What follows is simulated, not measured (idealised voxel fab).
Process module, titled voxel self aligned contacts
Section cut is 300 nm wide and gridded with 5 nm square cells.
The cross-sections in this document take the form of a grid made of square cells. They are written out as bands, in order from top to bottom. Each band consists of one or more rows of cells. Top height, bottom height, nm. Materials left to right, width each, nm. Single material + "full width" = fills band edge to edge. "empty" = empty. Height 0 is the level under which the wafer as received is all one material. The lowest band goes on downwards, as in "top 0, no bottom". A width such as "30->40" changes by the same amount from each row of cells to the next, from the band's top row to its bottom row. Step note "remained the same" = no cross-section cell changed. What "Entrapped voids" gives you is every empty space of 8 cells or more that is cut off from the top. Each appears as width x height at distance, with the distance taken from the left edge and width, height and distance all in nm. The remark found on a step's line after its settings is issued by the simulator itself and pertains to that step. On any step carrying a mask, the "overlay nm" setting, if present on the step's line, tells how far right of its planned place the mask lay; negative values point to the left.

These are the steps we planned for the process:
1: RECEIVE (material Si)
2: OXIDIZE (depth nm 5)
3: DIRECTIONAL_DEP (material polySi; thk nm 30)
4: DIRECTIONAL_DEP (material SiN; thk nm 20)
5: DIRECTIONAL_DEP (material aC; thk nm 15)
6: PATTERN (tone cover; mask id GATE; material resist; width nm 35; pitch nm 80; thk nm 35; overlay nm 0)
7: DIRECTIONAL_ETCH (etch materials aC; depth nm 15)
8: STRIP (etch materials resist)
9: DIRECTIONAL_ETCH (etch materials SiN; depth nm 20)
10: DIRECTIONAL_ETCH (etch materials polySi; depth nm 20)
11: STRIP (etch materials aC)
12: CONFORMAL_DEP (material SiN; thk nm 10)
13: DIRECTIONAL_ETCH (etch materials SiN; depth nm 10)
14: FILL_DEP (material SiO2; thk nm 20)
15: CMP (height nm 60)
16: PATTERN (tone open; mask id CONTACT; material resist; width nm 65; thk nm 15; overlay nm 0)
17: DIRECTIONAL_ETCH (etch materials SiO2; depth nm 65)
18: STRIP (etch materials resist)
19: CONFORMAL_DEP (material TiN; thk nm 5)
20: FILL_DEP (material W; thk nm 5)
21: CMP (height nm 60)
22: CONFORMAL_DEP (material SiN; thk nm 5)
Be aware that, although all wafers share a common starting state, the depth nm at step 10 differs among them, and the plan displays the first wafer's value.

Cross-section, first of several wafers, as delivered after step 1:
top 0, no bottom | Si full width
Entrapped voids: none

Heads up, this table goes wafer by wafer. A row tells you, at the end of the module, how many cells of each material that wafer has put on (+) or dropped (-) since it was received, and then its closed voids:
depth nm 20 | -60 Si | +180 SiN | +418 SiO2 | +31 TiN | +35 W | +176 polySi | Entrapped voids: none
depth nm 25 | -60 Si | +188 SiN | +451 SiO2 | +33 TiN | +38 W | +130 polySi | Entrapped voids: none
depth nm 30 | -60 Si | +196 SiN | +479 SiO2 | +37 TiN | +44 W | +84 polySi | Entrapped voids: none
depth nm 35 | -60 Si | +196 SiN | +479 SiO2 | +37 TiN | +44 W | +84 polySi | Entrapped voids: none
depth nm 40 | -60 Si | +196 SiN | +479 SiO2 | +37 TiN | +44 W | +84 polySi | Entrapped voids: none
depth nm 45 | -60 Si | +196 SiN | +479 SiO2 | +37 TiN | +44 W | +84 polySi | Entrapped voids: none
